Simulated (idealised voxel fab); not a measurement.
process module | voxel spacer lines
cross-section cut | 235 nm wide | cells 5 nm
A cross-section is a grid of square cells, given in bands from the top down. A band is one or more rows of cells.
Each band's line starts with the height of the band's top and of its bottom, in nm. Then come its materials from left to right, each with its width in nm. One material with "throughout" fills the band from edge to edge. "air" is empty space.
Height 0 is the level under which the wafer as received is all one material. The lowest band goes on downwards, as in "0 down".
A width such as "30 to 40" changes by the same amount from each row of cells to the next, from the band's top row to its bottom row.
"no change" after a step means that no cell of the cross-section changed.
closed voids: empty space of 8 cells or more with no open way to the top, each as width x height at its distance from the left edge, in nm
after a step's settings: what the simulator itself notes on the step
overlay nm, on a step with a mask: how far to the right of its planned place the mask lay; to the left if negative
plan
1 op RECEIVE | material Si
2 op CONFORMAL_DEP | material Al2O3 | thk nm 5
3 op DIRECTIONAL_DEP | material polySi | thk nm 10
4 op DIRECTIONAL_DEP | material aC | thk nm 30
5 op PATTERN | tone cover | mask id MANDREL | material resist | width nm 15 | pitch nm 50 | thk nm 35 | overlay nm 0
6 op DIRECTIONAL_ETCH | etch materials aC | depth nm 30
7 op STRIP | etch materials resist
8 op CONFORMAL_DEP | material SiO2 | thk nm 10
9 op DIRECTIONAL_ETCH | etch materials SiO2 | depth nm 10
10 op STRIP | etch materials aC
11 op DIRECTIONAL_ETCH | etch materials polySi | depth nm 10
12 op STRIP | etch materials SiO2
as received, after step 1
  0 down: Si throughout
  closed voids: none
a wafer at the end: this start, this plan, one mistake
  15 to 5: air 70 | polySi 10 | air 15 | polySi 10 | air 15 | polySi 10 | air 15 | polySi 10 | air 80
  5 to 0: Al2O3 throughout
  0 down: Si throughout
  closed voids: none
what went wrong: step 5 ran as: op PATTERN | tone cover | mask id MANDREL | material resist | width nm 15 | pitch nm 50 | thk nm 35 | overlay nm -5
